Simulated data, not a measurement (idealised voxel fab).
process module | voxel self aligned vias
cross-section cut | 275 nm wide | cells 5 nm
A cross-section is a grid of square cells, given in bands from the top down. A band is one or more rows of cells.
Each band's line starts with the height of the band's top and of its bottom, in nm. Then come its materials from left to right, each with its width in nm. One material with "throughout" fills the band from edge to edge. "air" is empty space.
Height 0 is the level under which the wafer as received is all one material. The lowest band goes on downwards, as in "0 down".
A width such as "30 to 40" changes by the same amount from each row of cells to the next, from the band's top row to its bottom row.
"no change" after a step means that no cell of the cross-section changed.
closed voids: empty space of 8 cells or more with no open way to the top, each as width x height at its distance from the left edge, in nm
after a step's settings: what the simulator itself notes on the step
overlay nm, on a step with a mask: how far to the right of its planned place the mask lay; to the left if negative
plan
1 op RECEIVE | material Si
2 op CONFORMAL_DEP | material SiO2 | thk nm 10
3 op CONFORMAL_DEP | material SiCN | thk nm 5
4 op DIRECTIONAL_DEP | material SiO2 | thk nm 20
5 op MASKED_ETCH | tone open | mask id LINES | width nm 20 | pitch nm 50 | etch materials SiO2 | depth nm 20 | overlay nm 0
6 op CONFORMAL_DEP | material TiN | thk nm 5
7 op FILL_DEP | material W | thk nm 10
8 op CMP | height nm 35
9 op SELECTIVE_ETCH | etch materials W Ru TiN | depth nm 10
10 op FILL_DEP | material SiN | thk nm 10
11 op CMP | height nm 35
12 op DIRECTIONAL_DEP | material SiO2 | thk nm 15
13 op PATTERN | tone open | mask id VIAS | material resist | width nm 30 | thk nm 15 | overlay nm 0
14 op DIRECTIONAL_ETCH | etch materials SiO2 | depth nm 15
15 op DIRECTIONAL_ETCH | etch materials SiN | depth nm 10
16 op STRIP | etch materials resist
17 op CONFORMAL_DEP | material TiN | thk nm 5
18 op FILL_DEP | material Ru | thk nm 5
19 op CMP | height nm 50
20 op CONFORMAL_DEP | material SiN | thk nm 5
first wafer, as planned
as received, after step 1
  0 down: Si throughout
  closed voids: none
after step 2
  10 to 0: SiO2 throughout
  below 0: unchanged
after step 3
  15 to 10: SiCN throughout
  below 10: unchanged
after step 4
  35 to 15: SiO2 throughout
  below 15: unchanged
after step 5
  35 to 15: SiO2 100 | air 20 | SiO2 30 | air 20 | SiO2 105
  below 15: unchanged
after step 6
  40 to 35: TiN 105 | air 10 | TiN 40 | air 10 | TiN 110
  35 to 20: SiO2 100 | TiN 5 | air 10 | TiN 5 | SiO2 30 | TiN 5 | air 10 | TiN 5 | SiO2 105
  20 to 15: SiO2 100 | TiN 20 | SiO2 30 | TiN 20 | SiO2 105
  below 15: unchanged
after step 7
  50 to 40: W throughout
  40 to 35: TiN 105 | W 10 | TiN 40 | W 10 | TiN 110
  35 to 20: SiO2 100 | TiN 5 | W 10 | TiN 5 | SiO2 30 | TiN 5 | W 10 | TiN 5 | SiO2 105
  below 20: unchanged
after step 8
  35 to 20: SiO2 100 | TiN 5 | W 10 | TiN 5 | SiO2 30 | TiN 5 | W 10 | TiN 5 | SiO2 105
  below 20: unchanged
after step 9
  35 to 25: SiO2 100 | air 20 | SiO2 30 | air 20 | SiO2 105
  below 25: unchanged
after step 10
  45 to 35: SiN throughout
  35 to 25: SiO2 100 | SiN 20 | SiO2 30 | SiN 20 | SiO2 105
  below 25: unchanged
after step 11
  35 to 25: SiO2 100 | SiN 20 | SiO2 30 | SiN 20 | SiO2 105
  below 25: unchanged
after step 12
  50 to 35: SiO2 throughout
  below 35: unchanged
after step 13
  65 to 50: resist 95 | air 30 | resist 150
  below 50: unchanged
after step 14
  65 to 50: resist 95 | air 30 | resist 150
  50 to 35: SiO2 95 | air 30 | SiO2 150
  below 35: unchanged
after step 15
  65 to 50: resist 95 | air 30 | resist 150
  50 to 35: SiO2 95 | air 30 | SiO2 150
  35 to 25: SiO2 100 | air 20 | SiO2 30 | SiN 20 | SiO2 105
  below 25: unchanged
after step 16
  50 to 35: SiO2 95 | air 30 | SiO2 150
  below 35: unchanged
after step 17
  55 to 50: TiN 100 | air 20 | TiN 155
  50 to 40: SiO2 95 | TiN 5 | air 20 | TiN 5 | SiO2 150
  40 to 35: SiO2 95 | TiN 10 | air 10 | TiN 10 | SiO2 150
  35 to 30: SiO2 100 | TiN 5 | air 10 | TiN 5 | SiO2 30 | SiN 20 | SiO2 105
  30 to 25: SiO2 100 | TiN 20 | SiO2 30 | SiN 20 | SiO2 105
  below 25: unchanged
after step 18
  60 to 55: Ru throughout
  55 to 50: TiN 100 | Ru 20 | TiN 155
  50 to 40: SiO2 95 | TiN 5 | Ru 20 | TiN 5 | SiO2 150
  40 to 35: SiO2 95 | TiN 10 | Ru 10 | TiN 10 | SiO2 150
  35 to 30: SiO2 100 | TiN 5 | Ru 10 | TiN 5 | SiO2 30 | SiN 20 | SiO2 105
  below 30: unchanged
after step 19
  50 to 40: SiO2 95 | TiN 5 | Ru 20 | TiN 5 | SiO2 150
  below 40: unchanged
after step 20
  55 to 50: SiN throughout
  below 50: unchanged
second wafer: like start, like plan, one mistake. Through step 4 it matches the first wafer
when step 5 should have ended
  35 to 15: air 100 | SiO2 20 | air 30 | SiO2 20 | air 105
  below 15: unchanged
when step 6 should have ended
  40 to 35: air 95 | TiN 30 | air 20 | TiN 30 | air 100
  35 to 20: air 95 | TiN 5 | SiO2 20 | TiN 5 | air 20 | TiN 5 | SiO2 20 | TiN 5 | air 100
  20 to 15: TiN 100 | SiO2 20 | TiN 30 | SiO2 20 | TiN 105
  below 15: unchanged
when step 7 should have ended
  50 to 40: W throughout
  40 to 35: W 95 | TiN 30 | W 20 | TiN 30 | W 100
  35 to 20: W 95 | TiN 5 | SiO2 20 | TiN 5 | W 20 | TiN 5 | SiO2 20 | TiN 5 | W 100
  below 20: unchanged
when step 8 should have ended
  35 to 20: W 95 | TiN 5 | SiO2 20 | TiN 5 | W 20 | TiN 5 | SiO2 20 | TiN 5 | W 100
  below 20: unchanged
when step 9 should have ended
  35 to 25: air 100 | SiO2 20 | air 30 | SiO2 20 | air 105
  below 25: unchanged
when step 10 should have ended
  45 to 35: SiN throughout
  35 to 25: SiN 100 | SiO2 20 | SiN 30 | SiO2 20 | SiN 105
  below 25: unchanged
when step 11 should have ended
  35 to 25: SiN 100 | SiO2 20 | SiN 30 | SiO2 20 | SiN 105
  below 25: unchanged
when step 12 should have ended
  50 to 35: SiO2 throughout
  below 35: unchanged
when step 13 should have ended
  65 to 50: resist 95 | air 30 | resist 150
  below 50: unchanged
when step 14 should have ended
  65 to 50: resist 95 | air 30 | resist 150
  50 to 35: SiO2 95 | air 30 | SiO2 150
  below 35: unchanged
when step 15 should have ended
  65 to 50: resist 95 | air 30 | resist 150
  50 to 35: SiO2 95 | air 30 | SiO2 150
  35 to 25: SiN 95 | air 5 | SiO2 20 | air 5 | SiN 25 | SiO2 20 | SiN 105
  below 25: unchanged
when step 16 should have ended
  50 to 35: SiO2 95 | air 30 | SiO2 150
  below 35: unchanged
when step 17 should have ended
  55 to 50: TiN 100 | air 20 | TiN 155
  50 to 40: SiO2 95 | TiN 5 | air 20 | TiN 5 | SiO2 150
  40 to 35: SiO2 95 | TiN 30 | SiO2 150
  35 to 25: SiN 95 | TiN 5 | SiO2 20 | TiN 5 | SiN 25 | SiO2 20 | SiN 105
  below 25: unchanged
when step 18 should have ended
  60 to 55: Ru throughout
  55 to 50: TiN 100 | Ru 20 | TiN 155
  50 to 40: SiO2 95 | TiN 5 | Ru 20 | TiN 5 | SiO2 150
  below 40: unchanged
when step 19 should have ended
  50 to 40: SiO2 95 | TiN 5 | Ru 20 | TiN 5 | SiO2 150
  below 40: unchanged
when step 20 should have ended
  55 to 50: SiN throughout
  below 50: unchanged
what went wrong: step 5 ran as: op MASKED_ETCH | tone cover | mask id LINES | width nm 20 | pitch nm 50 | etch materials SiO2 | depth nm 20 | overlay nm 0
at the end the second wafer has, in cells: 4 fewer of Ru | 82 more of SiN | 156 fewer of SiO2 | 39 more of TiN | 39 more of W
